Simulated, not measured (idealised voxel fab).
This is a process module. Its name is voxel ribs on slabs.
The cross-section shown here is cut; it is 215 nm wide and divided into square cells measuring 5 nm on a side.
Cross-section = grid of square cells, listed top down in bands; band = one or more rows. In this notation a band is specified by the heights of its top and bottom, in that order and in nm, after which its materials appear from left to right, each paired with its width in nm. The word "full width" attached to a single material means that material fills the band from edge to edge; the word "blank" stands for empty space. Zero point of the height axis is 0; under it, received wafer = one material. Lowest band: continues down indefinitely, "from 0 down". A two-number width, for instance "30->40", indicates that the width is equal to the first number in the top row of the band and to the second number in the bottom row, and that it changes by a constant amount per row of cells. A step reported as "nothing was modified" is a step in which no cell of the cross-section changed. Empty spaces without an open route to the top, at least 8 cells in extent, make up the entry "Enclosed void list"; each is given as width x height at distance, where the distance is measured from the left edge, and all are in nm. On a step's line, text after the settings is the simulator commenting on that step. The optional step-line setting "overlay nm" applies to steps with a mask and quantifies how far to the right of its planned location the mask lay, a negative value indicating leftward placement.

[Set out below are the planned steps of the process]
1,RECEIVE, material Si
2,DIRECTIONAL_DEP, material SiO2, thk nm 25
3,DIRECTIONAL_DEP, material SiN, thk nm 25
4,MASKED_ETCH, tone cover, mask id RIB, width nm 30, etch materials SiN, depth nm 15, overlay nm 0
5,DIRECTIONAL_DEP, material aC, thk nm 15
6,PATTERN, tone cover, mask id SLAB, material resist, width nm 60, thk nm 35, overlay nm 0
7,DIRECTIONAL_ETCH, etch materials aC, depth nm 15
8,STRIP, etch materials resist
9,DIRECTIONAL_ETCH, etch materials SiN, depth nm 10
10,STRIP, etch materials aC
11,FILL_DEP, material SiO2, thk nm 25
12,CMP, height nm 70
13,DIRECTIONAL_DEP, material W, thk nm 10
14,PATTERN, tone cover, mask id HEATER, material resist, width nm 40, thk nm 20, overlay nm 0
15,DIRECTIONAL_ETCH, etch materials W, depth nm 10
16,STRIP, etch materials resist
17,CONFORMAL_DEP, material SiO2, thk nm 5

[The first of the two wafers, which ran as planned]

[As received (post step 1): cross-section]
* from 0 down | Si full width
* Enclosed void list: none

[The wafer, seen in cross-section, after step 2]
* from 25 to 0 | SiO2 full width
* All layers under 0 are left as they were.

[The wafer, seen in cross-section, after step 3]
* from 50 to 25 | SiN full width
* All layers under 25 are left as they were.

[The wafer, seen in cross-section, after step 4]
* from 50 to 35 | blank=90, SiN=30, blank=95
* All layers under 35 are left as they were.

[The wafer, seen in cross-section, after step 5]
* from 65 to 50 | blank=90, aC=30, blank=95
* from 50 to 35 | aC=90, SiN=30, aC=95
* All layers under 35 are left as they were.

[The wafer, seen in cross-section, after step 6]
* from 100 to 65 | blank=75, resist=60, blank=80
* from 65 to 50 | blank=75, resist=15, aC=30, resist=15, blank=80
* All layers under 50 are left as they were.

[The wafer, seen in cross-section, after step 7]
* from 85 to 65 | blank=75, resist=60, blank=80
* from 65 to 50 | blank=75, resist=15, aC=30, resist=15, blank=80
* from 50 to 35 | blank=75, aC=15, SiN=30, aC=15, blank=80
* All layers under 35 are left as they were.

[The wafer, seen in cross-section, after step 8]
* from 65 to 50 | blank=90, aC=30, blank=95
* All layers under 50 are left as they were.

[The wafer, seen in cross-section, after step 9]
* from 65 to 50 | blank=90, aC=30, blank=95
* from 50 to 35 | blank=75, aC=15, SiN=30, aC=15, blank=80
* from 35 to 25 | blank=75, SiN=60, blank=80
* All layers under 25 are left as they were.

[The wafer, seen in cross-section, after step 10]
* from 50 to 35 | blank=90, SiN=30, blank=95
* All layers under 35 are left as they were.

[The wafer, seen in cross-section, after step 11]
* from 75 to 50 | SiO2 full width
* from 50 to 35 | SiO2=90, SiN=30, SiO2=95
* from 35 to 25 | SiO2=75, SiN=60, SiO2=80
* All layers under 25 are left as they were.

[The wafer, seen in cross-section, after step 12]
* from 70 to 50 | SiO2 full width
* All layers under 50 are left as they were.

[The wafer, seen in cross-section, after step 13]
* from 80 to 70 | W full width
* All layers under 70 are left as they were.

[The wafer, seen in cross-section, after step 14]
* from 100 to 80 | blank=85, resist=40, blank=90
* All layers under 80 are left as they were.

[The wafer, seen in cross-section, after step 15]
* from 100 to 80 | blank=85, resist=40, blank=90
* from 80 to 70 | blank=85, W=40, blank=90
* All layers under 70 are left as they were.

[The wafer, seen in cross-section, after step 16]
* from 80 to 70 | blank=85, W=40, blank=90
* All layers under 70 are left as they were.

[The wafer, seen in cross-section, after step 17]
* from 85 to 80 | blank=80, SiO2=50, blank=85
* from 80 to 75 | blank=80, SiO2=5, W=40, SiO2=5, blank=85
* from 75 to 70 | SiO2=85, W=40, SiO2=90
* All layers under 70 are left as they were.

[The Second Wafer: Common Origin and Plan, One Mistake in Execution, Identical to the First Through Step 12]

[Second wafer cross-section, taken as of the time the plan sets for step 13 to be done]
* from 80 to 70 | aC full width
* All layers under 70 are left as they were.

[Second wafer cross-section, taken as of the time the plan sets for step 14 to be done]
* from 100 to 80 | blank=85, resist=40, blank=90
* All layers under 80 are left as they were.

Second wafer cross-section, taken as of the time the plan sets for step 15 to be done: nothing was modified

[Second wafer cross-section, taken as of the time the plan sets for step 16 to be done]
* from 80 to 70 | aC full width
* All layers under 70 are left as they were.

[Second wafer cross-section, taken as of the time the plan sets for step 17 to be done]
* from 85 to 80 | SiO2 full width
* All layers under 80 are left as they were.
Misprocessing identified: planned and actual differ for step 13; actual: DIRECTIONAL_DEP, material aC, thk nm 10
Cell-count delta at end, second wafer over first, by material: SiO2: 4 fewer | W: 16 fewer | aC: 86 more
